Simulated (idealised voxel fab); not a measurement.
Process module in this document: voxel gate over fins
Cross-sectional view cut (width: 280 nm; square cell size: 5 nm).
Cross-section layout: square cells on a grid; listed as bands, top to bottom; a band spans one or more cell rows.
This entry defines a band. It first specifies the height of the band's top and the height of its bottom in nm, and then specifies the band's materials from left to right, stating each material with its width in nm. The word "full width" identifies a single material that fills the band from edge to edge, while the word "empty" identifies empty space.
Heads up on the height convention: 0 is the point under which the incoming wafer is all one material, and the lowest band has no bottom, it just keeps going down, like "from 0 down".
So if you see something like "30->40" for the width, read it as the top row of the band sitting at the first number and the bottom row at the second, with every row in between moving by the same amount as the last.
It should be understood that the words "changes: none", when stated for a given step, signify that the cross-section underwent no change in any of its cells during that step.
You'll see "Sealed voids" listing empty spaces that have no way open to the top, as long as they're 8 cells or more; the notation is width x height at distance, where the distance is from the left edge, and all of it is in nm.
If you see something after the settings on a step's line, that's the simulator's own remark about that step.
overlay nm, on a step with a mask: how far to the right of its planned place the mask lay; to the left if negative

PROCESS STEPS (PLANNED)
1,RECEIVE: material Si
2,CONFORMAL_DEP: material SiN, thk nm 5
3,PATTERN: tone cover, mask id FINS, material resist, width nm 15, pitch nm 55, thk nm 15, overlay nm 0
4,DIRECTIONAL_ETCH: etch materials SiN, depth nm 5
5,DIRECTIONAL_ETCH: etch materials Si, depth nm 35
6,STRIP: etch materials resist
7,OXIDIZE: depth nm 5
8,FILL_DEP: material SiO2, thk nm 15
9,CMP: height nm 5
10,DIRECTIONAL_DEP: material aC, thk nm 10
11,PATTERN: tone open, mask id RAIL, material resist, width nm 15, thk nm 25, overlay nm 0
12,DIRECTIONAL_ETCH: etch materials aC, depth nm 10
13,STRIP: etch materials resist
14,DIRECTIONAL_ETCH: etch materials SiO2, depth nm 35
15,STRIP: etch materials aC
16,CONFORMAL_DEP: material TiN, thk nm 5
17,FILL_DEP: material W, thk nm 5
18,CMP: height nm 5
19,SELECTIVE_ETCH: etch materials W Ru TiN, depth nm 25
20,FILL_DEP: material SiO2, thk nm 5
21,CMP: height nm 5
22,SELECTIVE_ETCH: etch materials SiO2, depth nm 15
23,STRIP: etch materials SiN
24,CONFORMAL_DEP: material HfO2, thk nm 5
25,CONFORMAL_DEP: material TiN, thk nm 5
26,CONFORMAL_DEP: material TiAl, thk nm 5
27,CONFORMAL_DEP: material TiN, thk nm 5
28,FILL_DEP: material W, thk nm 15
29,CMP: height nm 30
30,CONFORMAL_DEP: material SiN, thk nm 5

THE FOLLOWING PERTAINS TO THE FIRST OF TWO WAFERS, WHICH WAS PROCESSED AS PLANNED

CROSS-SECTION OF THE WAFER UPON ARRIVAL, REPRESENTING THE STATE REACHED AFTER STEP 1
from 0 down = Si full width
Sealed voids: none

AFTER STEP 2: WAFER CROSS-SECTION
from 5 to 0 = SiN full width
Unchanged below 0.

AFTER STEP 3: WAFER CROSS-SECTION
from 20 to 5 = empty: 75 / resist: 15 / empty: 40 / resist: 15 / empty: 40 / resist: 15 / empty: 80
Unchanged below 5.

AFTER STEP 4: WAFER CROSS-SECTION
from 20 to 5 = empty: 75 / resist: 15 / empty: 40 / resist: 15 / empty: 40 / resist: 15 / empty: 80
from 5 to 0 = empty: 75 / SiN: 15 / empty: 40 / SiN: 15 / empty: 40 / SiN: 15 / empty: 80
Unchanged below 0.

AFTER STEP 5: WAFER CROSS-SECTION
from 20 to 5 = empty: 75 / resist: 15 / empty: 40 / resist: 15 / empty: 40 / resist: 15 / empty: 80
from 5 to 0 = empty: 75 / SiN: 15 / empty: 40 / SiN: 15 / empty: 40 / SiN: 15 / empty: 80
from 0 to -35 = empty: 75 / Si: 15 / empty: 40 / Si: 15 / empty: 40 / Si: 15 / empty: 80
Unchanged below -35.

AFTER STEP 6: WAFER CROSS-SECTION
from 5 to 0 = empty: 75 / SiN: 15 / empty: 40 / SiN: 15 / empty: 40 / SiN: 15 / empty: 80
Unchanged below 0.

AFTER STEP 7: WAFER CROSS-SECTION
from 5 to 0 = empty: 75 / SiN: 15 / empty: 40 / SiN: 15 / empty: 40 / SiN: 15 / empty: 80
from 0 to -35 = empty: 75 / SiO2: 5 / Si: 5 / SiO2: 5 / empty: 40 / SiO2: 5 / Si: 5 / SiO2: 5 / empty: 40 / SiO2: 5 / Si: 5 / SiO2: 5 / empty: 80
from -35 to -40 = SiO2: 80 / Si: 5 / SiO2: 50 / Si: 5 / SiO2: 50 / Si: 5 / SiO2: 85
Unchanged below -40.

AFTER STEP 8: WAFER CROSS-SECTION
from 20 to 5 = SiO2 full width
from 5 to 0 = SiO2: 75 / SiN: 15 / SiO2: 40 / SiN: 15 / SiO2: 40 / SiN: 15 / SiO2: 80
from 0 to -40 = SiO2: 80 / Si: 5 / SiO2: 50 / Si: 5 / SiO2: 50 / Si: 5 / SiO2: 85
Unchanged below -40.

AFTER STEP 9: WAFER CROSS-SECTION
from 5 to 0 = SiO2: 75 / SiN: 15 / SiO2: 40 / SiN: 15 / SiO2: 40 / SiN: 15 / SiO2: 80
Unchanged below 0.

AFTER STEP 10: WAFER CROSS-SECTION
from 15 to 5 = aC full width
Unchanged below 5.

AFTER STEP 11: WAFER CROSS-SECTION
from 40 to 15 = resist: 100 / empty: 15 / resist: 165
Unchanged below 15.

AFTER STEP 12: WAFER CROSS-SECTION
from 30 to 15 = resist: 100 / empty: 15 / resist: 165
from 15 to 5 = aC: 100 / empty: 15 / aC: 165
Unchanged below 5.

AFTER STEP 13: WAFER CROSS-SECTION
from 15 to 5 = aC: 100 / empty: 15 / aC: 165
Unchanged below 5.

AFTER STEP 14: WAFER CROSS-SECTION
from 15 to 5 = aC: 100 / empty: 15 / aC: 165
from 5 to 0 = SiO2: 75 / SiN: 15 / SiO2: 10 / empty: 15 / SiO2: 15 / SiN: 15 / SiO2: 40 / SiN: 15 / SiO2: 80
from 0 to -30 = SiO2: 80 / Si: 5 / SiO2: 15 / empty: 15 / SiO2: 20 / Si: 5 / SiO2: 50 / Si: 5 / SiO2: 85
Unchanged below -30.

AFTER STEP 15: WAFER CROSS-SECTION
from 5 to 0 = SiO2: 75 / SiN: 15 / SiO2: 10 / empty: 15 / SiO2: 15 / SiN: 15 / SiO2: 40 / SiN: 15 / SiO2: 80
Unchanged below 0.

AFTER STEP 16: WAFER CROSS-SECTION
from 10 to 5 = TiN: 105 / empty: 5 / TiN: 170
from 5 to 0 = SiO2: 75 / SiN: 15 / SiO2: 10 / TiN: 5 / empty: 5 / TiN: 5 / SiO2: 15 / SiN: 15 / SiO2: 40 / SiN: 15 / SiO2: 80
from 0 to -25 = SiO2: 80 / Si: 5 / SiO2: 15 / TiN: 5 / empty: 5 / TiN: 5 / SiO2: 20 / Si: 5 / SiO2: 50 / Si: 5 / SiO2: 85
from -25 to -30 = SiO2: 80 / Si: 5 / SiO2: 15 / TiN: 15 / SiO2: 20 / Si: 5 / SiO2: 50 / Si: 5 / SiO2: 85
Unchanged below -30.

AFTER STEP 17: WAFER CROSS-SECTION
from 15 to 10 = W full width
from 10 to 5 = TiN: 105 / W: 5 / TiN: 170
from 5 to 0 = SiO2: 75 / SiN: 15 / SiO2: 10 / TiN: 5 / W: 5 / TiN: 5 / SiO2: 15 / SiN: 15 / SiO2: 40 / SiN: 15 / SiO2: 80
from 0 to -25 = SiO2: 80 / Si: 5 / SiO2: 15 / TiN: 5 / W: 5 / TiN: 5 / SiO2: 20 / Si: 5 / SiO2: 50 / Si: 5 / SiO2: 85
Unchanged below -25.

AFTER STEP 18: WAFER CROSS-SECTION
from 5 to 0 = SiO2: 75 / SiN: 15 / SiO2: 10 / TiN: 5 / W: 5 / TiN: 5 / SiO2: 15 / SiN: 15 / SiO2: 40 / SiN: 15 / SiO2: 80
Unchanged below 0.

AFTER STEP 19: WAFER CROSS-SECTION
from 5 to 0 = SiO2: 75 / SiN: 15 / SiO2: 10 / empty: 15 / SiO2: 15 / SiN: 15 / SiO2: 40 / SiN: 15 / SiO2: 80
from 0 to -20 = SiO2: 80 / Si: 5 / SiO2: 15 / empty: 15 / SiO2: 20 / Si: 5 / SiO2: 50 / Si: 5 / SiO2: 85
Unchanged below -20.

AFTER STEP 20: WAFER CROSS-SECTION
from 10 to 5 = SiO2 full width
from 5 to 0 = SiO2: 75 / SiN: 15 / SiO2: 40 / SiN: 15 / SiO2: 40 / SiN: 15 / SiO2: 80
from 0 to -20 = SiO2: 80 / Si: 5 / SiO2: 50 / Si: 5 / SiO2: 50 / Si: 5 / SiO2: 85
Unchanged below -20.

AFTER STEP 21: WAFER CROSS-SECTION
from 5 to 0 = SiO2: 75 / SiN: 15 / SiO2: 40 / SiN: 15 / SiO2: 40 / SiN: 15 / SiO2: 80
Unchanged below 0.

AFTER STEP 22: WAFER CROSS-SECTION
from 5 to 0 = empty: 75 / SiN: 15 / empty: 40 / SiN: 15 / empty: 40 / SiN: 15 / empty: 80
from 0 to -10 = empty: 80 / Si: 5 / empty: 50 / Si: 5 / empty: 50 / Si: 5 / empty: 85
Unchanged below -10.

AFTER STEP 23: WAFER CROSS-SECTION
from 0 to -10 = empty: 80 / Si: 5 / empty: 50 / Si: 5 / empty: 50 / Si: 5 / empty: 85
Unchanged below -10.

AFTER STEP 24: WAFER CROSS-SECTION
from 5 to 0 = empty: 75 / HfO2: 15 / empty: 40 / HfO2: 15 / empty: 40 / HfO2: 15 / empty: 80
from 0 to -5 = empty: 75 / HfO2: 5 / Si: 5 / HfO2: 5 / empty: 40 / HfO2: 5 / Si: 5 / HfO2: 5 / empty: 40 / HfO2: 5 / Si: 5 / HfO2: 5 / empty: 80
from -5 to -10 = HfO2: 80 / Si: 5 / HfO2: 50 / Si: 5 / HfO2: 50 / Si: 5 / HfO2: 85
Unchanged below -10.

AFTER STEP 25: WAFER CROSS-SECTION
from 10 to 5 = empty: 70 / TiN: 25 / empty: 30 / TiN: 25 / empty: 30 / TiN: 25 / empty: 75
from 5 to 0 = empty: 70 / TiN: 5 / HfO2: 15 / TiN: 5 / empty: 30 / TiN: 5 / HfO2: 15 / TiN: 5 / empty: 30 / TiN: 5 / HfO2: 15 / TiN: 5 / empty: 75
from 0 to -5 = TiN: 75 / HfO2: 5 / Si: 5 / HfO2: 5 / TiN: 40 / HfO2: 5 / Si: 5 / HfO2: 5 / TiN: 40 / HfO2: 5 / Si: 5 / HfO2: 5 / TiN: 80
Unchanged below -5.

AFTER STEP 26: WAFER CROSS-SECTION
from 15 to 10 = empty: 65 / TiAl: 35 / empty: 20 / TiAl: 35 / empty: 20 / TiAl: 35 / empty: 70
from 10 to 5 = empty: 65 / TiAl: 5 / TiN: 25 / TiAl: 5 / empty: 20 / TiAl: 5 / TiN: 25 / TiAl: 5 / empty: 20 / TiAl: 5 / TiN: 25 / TiAl: 5 / empty: 70
from 5 to 0 = TiAl: 70 / TiN: 5 / HfO2: 15 / TiN: 5 / TiAl: 30 / TiN: 5 / HfO2: 15 / TiN: 5 / TiAl: 30 / TiN: 5 / HfO2: 15 / TiN: 5 / TiAl: 75
Unchanged below 0.

AFTER STEP 27: WAFER CROSS-SECTION
from 20 to 15 = empty: 60 / TiN: 45 / empty: 10 / TiN: 45 / empty: 10 / TiN: 45 / empty: 65
from 15 to 10 = empty: 60 / TiN: 5 / TiAl: 35 / TiN: 5 / empty: 10 / TiN: 5 / TiAl: 35 / TiN: 5 / empty: 10 / TiN: 5 / TiAl: 35 / TiN: 5 / empty: 65
from 10 to 5 = TiN: 65 / TiAl: 5 / TiN: 25 / TiAl: 5 / TiN: 20 / TiAl: 5 / TiN: 25 / TiAl: 5 / TiN: 20 / TiAl: 5 / TiN: 25 / TiAl: 5 / TiN: 70
Unchanged below 5.

AFTER STEP 28: WAFER CROSS-SECTION
from 35 to 20 = W full width
from 20 to 15 = W: 60 / TiN: 45 / W: 10 / TiN: 45 / W: 10 / TiN: 45 / W: 65
from 15 to 10 = W: 60 / TiN: 5 / TiAl: 35 / TiN: 5 / W: 10 / TiN: 5 / TiAl: 35 / TiN: 5 / W: 10 / TiN: 5 / TiAl: 35 / TiN: 5 / W: 65
Unchanged below 10.

AFTER STEP 29: WAFER CROSS-SECTION
from 30 to 20 = W full width
Unchanged below 20.

AFTER STEP 30: WAFER CROSS-SECTION
from 35 to 30 = SiN full width
Unchanged below 30.

OKAY, SECOND WAFER. NOTHING DIFFERENT AT THE START, NOTHING DIFFERENT IN THE PLAN, JUST ONE MISTAKE SOMEWHERE IN THE RUNNING. AS FAR AS STEP 21, COUNTING THAT STEP, IT'S THE FIRST WAFER ALL OVER AGAIN

THE SECOND WAFER IN CROSS-SECTION, AT THE PLANNED CLOSE OF STEP 22
from 5 to 0 = empty: 75 / SiN: 15 / empty: 40 / SiN: 15 / empty: 40 / SiN: 15 / empty: 80
from 0 to -20 = empty: 80 / Si: 5 / empty: 50 / Si: 5 / empty: 50 / Si: 5 / empty: 85
from -20 to -25 = empty: 80 / Si: 5 / empty: 15 / TiN: 5 / W: 5 / TiN: 5 / empty: 20 / Si: 5 / empty: 50 / Si: 5 / empty: 85
Unchanged below -25.

THE SECOND WAFER IN CROSS-SECTION, AT THE PLANNED CLOSE OF STEP 23
from 0 to -20 = empty: 80 / Si: 5 / empty: 50 / Si: 5 / empty: 50 / Si: 5 / empty: 85
Unchanged below -20.

THE SECOND WAFER IN CROSS-SECTION, AT THE PLANNED CLOSE OF STEP 24
from 5 to 0 = empty: 75 / HfO2: 15 / empty: 40 / HfO2: 15 / empty: 40 / HfO2: 15 / empty: 80
from 0 to -15 = empty: 75 / HfO2: 5 / Si: 5 / HfO2: 5 / empty: 40 / HfO2: 5 / Si: 5 / HfO2: 5 / empty: 40 / HfO2: 5 / Si: 5 / HfO2: 5 / empty: 80
from -15 to -20 = empty: 75 / HfO2: 5 / Si: 5 / HfO2: 5 / empty: 5 / HfO2: 25 / empty: 10 / HfO2: 5 / Si: 5 / HfO2: 5 / empty: 40 / HfO2: 5 / Si: 5 / HfO2: 5 / empty: 80
from -20 to -25 = HfO2: 80 / Si: 5 / HfO2: 15 / TiN: 5 / W: 5 / TiN: 5 / HfO2: 20 / Si: 5 / HfO2: 50 / Si: 5 / HfO2: 85
Unchanged below -25.

THE SECOND WAFER IN CROSS-SECTION, AT THE PLANNED CLOSE OF STEP 25
from 10 to 5 = empty: 70 / TiN: 25 / empty: 30 / TiN: 25 / empty: 30 / TiN: 25 / empty: 75
from 5 to 0 = empty: 70 / TiN: 5 / HfO2: 15 / TiN: 5 / empty: 30 / TiN: 5 / HfO2: 15 / TiN: 5 / empty: 30 / TiN: 5 / HfO2: 15 / TiN: 5 / empty: 75
from 0 to -10 = empty: 70 / TiN: 5 / HfO2: 5 / Si: 5 / HfO2: 5 / TiN: 5 / empty: 30 / TiN: 5 / HfO2: 5 / Si: 5 / HfO2: 5 / TiN: 5 / empty: 30 / TiN: 5 / HfO2: 5 / Si: 5 / HfO2: 5 / TiN: 5 / empty: 75
from -10 to -15 = empty: 70 / TiN: 5 / HfO2: 5 / Si: 5 / HfO2: 5 / TiN: 40 / HfO2: 5 / Si: 5 / HfO2: 5 / TiN: 5 / empty: 30 / TiN: 5 / HfO2: 5 / Si: 5 / HfO2: 5 / TiN: 5 / empty: 75
from -15 to -20 = TiN: 75 / HfO2: 5 / Si: 5 / HfO2: 5 / TiN: 5 / HfO2: 25 / TiN: 10 / HfO2: 5 / Si: 5 / HfO2: 5 / TiN: 40 / HfO2: 5 / Si: 5 / HfO2: 5 / TiN: 80
Unchanged below -20.

THE SECOND WAFER IN CROSS-SECTION, AT THE PLANNED CLOSE OF STEP 26
from 15 to 10 = empty: 65 / TiAl: 35 / empty: 20 / TiAl: 35 / empty: 20 / TiAl: 35 / empty: 70
from 10 to 5 = empty: 65 / TiAl: 5 / TiN: 25 / TiAl: 5 / empty: 20 / TiAl: 5 / TiN: 25 / TiAl: 5 / empty: 20 / TiAl: 5 / TiN: 25 / TiAl: 5 / empty: 70
from 5 to 0 = empty: 65 / TiAl: 5 / TiN: 5 / HfO2: 15 / TiN: 5 / TiAl: 5 / empty: 20 / TiAl: 5 / TiN: 5 / HfO2: 15 / TiN: 5 / TiAl: 5 / empty: 20 / TiAl: 5 / TiN: 5 / HfO2: 15 / TiN: 5 / TiAl: 5 / empty: 70
from 0 to -5 = empty: 65 / TiAl: 5 / TiN: 5 / HfO2: 5 / Si: 5 / HfO2: 5 / TiN: 5 / TiAl: 5 / empty: 20 / TiAl: 5 / TiN: 5 / HfO2: 5 / Si: 5 / HfO2: 5 / TiN: 5 / TiAl: 5 / empty: 20 / TiAl: 5 / TiN: 5 / HfO2: 5 / Si: 5 / HfO2: 5 / TiN: 5 / TiAl: 5 / empty: 70
from -5 to -10 = empty: 65 / TiAl: 5 / TiN: 5 / HfO2: 5 / Si: 5 / HfO2: 5 / TiN: 5 / TiAl: 30 / TiN: 5 / HfO2: 5 / Si: 5 / HfO2: 5 / TiN: 5 / TiAl: 5 / empty: 20 / TiAl: 5 / TiN: 5 / HfO2: 5 / Si: 5 / HfO2: 5 / TiN: 5 / TiAl: 5 / empty: 70
from -10 to -15 = TiAl: 70 / TiN: 5 / HfO2: 5 / Si: 5 / HfO2: 5 / TiN: 40 / HfO2: 5 / Si: 5 / HfO2: 5 / TiN: 5 / TiAl: 30 / TiN: 5 / HfO2: 5 / Si: 5 / HfO2: 5 / TiN: 5 / TiAl: 75
Unchanged below -15.

THE SECOND WAFER IN CROSS-SECTION, AT THE PLANNED CLOSE OF STEP 27
from 20 to 15 = empty: 60 / TiN: 45 / empty: 10 / TiN: 45 / empty: 10 / TiN: 45 / empty: 65
from 15 to 10 = empty: 60 / TiN: 5 / TiAl: 35 / TiN: 5 / empty: 10 / TiN: 5 / TiAl: 35 / TiN: 5 / empty: 10 / TiN: 5 / TiAl: 35 / TiN: 5 / empty: 65
from 10 to 5 = empty: 60 / TiN: 5 / TiAl: 5 / TiN: 25 / TiAl: 5 / TiN: 5 / empty: 10 / TiN: 5 / TiAl: 5 / TiN: 25 / TiAl: 5 / TiN: 5 / empty: 10 / TiN: 5 / TiAl: 5 / TiN: 25 / TiAl: 5 / TiN: 5 / empty: 65
from 5 to 0 = empty: 60 / TiN: 5 / TiAl: 5 / TiN: 5 / HfO2: 15 / TiN: 5 / TiAl: 5 / TiN: 5 / empty: 10 / TiN: 5 / TiAl: 5 / TiN: 5 / HfO2: 15 / TiN: 5 / TiAl: 5 / TiN: 5 / empty: 10 / TiN: 5 / TiAl: 5 / TiN: 5 / HfO2: 15 / TiN: 5 / TiAl: 5 / TiN: 5 / empty: 65
from 0 to -5 = empty: 60 / TiN: 5 / TiAl: 5 / TiN: 5 / HfO2: 5 / Si: 5 / HfO2: 5 / TiN: 5 / TiAl: 5 / TiN: 20 / TiAl: 5 / TiN: 5 / HfO2: 5 / Si: 5 / HfO2: 5 / TiN: 5 / TiAl: 5 / TiN: 5 / empty: 10 / TiN: 5 / TiAl: 5 / TiN: 5 / HfO2: 5 / Si: 5 / HfO2: 5 / TiN: 5 / TiAl: 5 / TiN: 5 / empty: 65
from -5 to -10 = TiN: 65 / TiAl: 5 / TiN: 5 / HfO2: 5 / Si: 5 / HfO2: 5 / TiN: 5 / TiAl: 30 / TiN: 5 / HfO2: 5 / Si: 5 / HfO2: 5 / TiN: 5 / TiAl: 5 / TiN: 20 / TiAl: 5 / TiN: 5 / HfO2: 5 / Si: 5 / HfO2: 5 / TiN: 5 / TiAl: 5 / TiN: 70
Unchanged below -10.

THE SECOND WAFER IN CROSS-SECTION, AT THE PLANNED CLOSE OF STEP 28
from 35 to 20 = W full width
from 20 to 15 = W: 60 / TiN: 45 / W: 10 / TiN: 45 / W: 10 / TiN: 45 / W: 65
from 15 to 10 = W: 60 / TiN: 5 / TiAl: 35 / TiN: 5 / W: 10 / TiN: 5 / TiAl: 35 / TiN: 5 / W: 10 / TiN: 5 / TiAl: 35 / TiN: 5 / W: 65
from 10 to 5 = W: 60 / TiN: 5 / TiAl: 5 / TiN: 25 / TiAl: 5 / TiN: 5 / W: 10 / TiN: 5 / TiAl: 5 / TiN: 25 / TiAl: 5 / TiN: 5 / W: 10 / TiN: 5 / TiAl: 5 / TiN: 25 / TiAl: 5 / TiN: 5 / W: 65
from 5 to 0 = W: 60 / TiN: 5 / TiAl: 5 / TiN: 5 / HfO2: 15 / TiN: 5 / TiAl: 5 / TiN: 5 / W: 10 / TiN: 5 / TiAl: 5 / TiN: 5 / HfO2: 15 / TiN: 5 / TiAl: 5 / TiN: 5 / W: 10 / TiN: 5 / TiAl: 5 / TiN: 5 / HfO2: 15 / TiN: 5 / TiAl: 5 / TiN: 5 / W: 65
from 0 to -5 = W: 60 / TiN: 5 / TiAl: 5 / TiN: 5 / HfO2: 5 / Si: 5 / HfO2: 5 / TiN: 5 / TiAl: 5 / TiN: 20 / TiAl: 5 / TiN: 5 / HfO2: 5 / Si: 5 / HfO2: 5 / TiN: 5 / TiAl: 5 / TiN: 5 / W: 10 / TiN: 5 / TiAl: 5 / TiN: 5 / HfO2: 5 / Si: 5 / HfO2: 5 / TiN: 5 / TiAl: 5 / TiN: 5 / W: 65
Unchanged below -5.

THE SECOND WAFER IN CROSS-SECTION, AT THE PLANNED CLOSE OF STEP 29
from 30 to 20 = W full width
Unchanged below 20.

THE SECOND WAFER IN CROSS-SECTION, AT THE PLANNED CLOSE OF STEP 30
from 35 to 30 = SiN full width
Unchanged below 30.
What broke from the plan during processing? twice over, step 22 of the plan was run
Wafer comparison, final, in cells, second relative to first, materials more or fewer: +20 HfO2; -156 SiO2; +16 TiAl; +35 TiN; +85 W
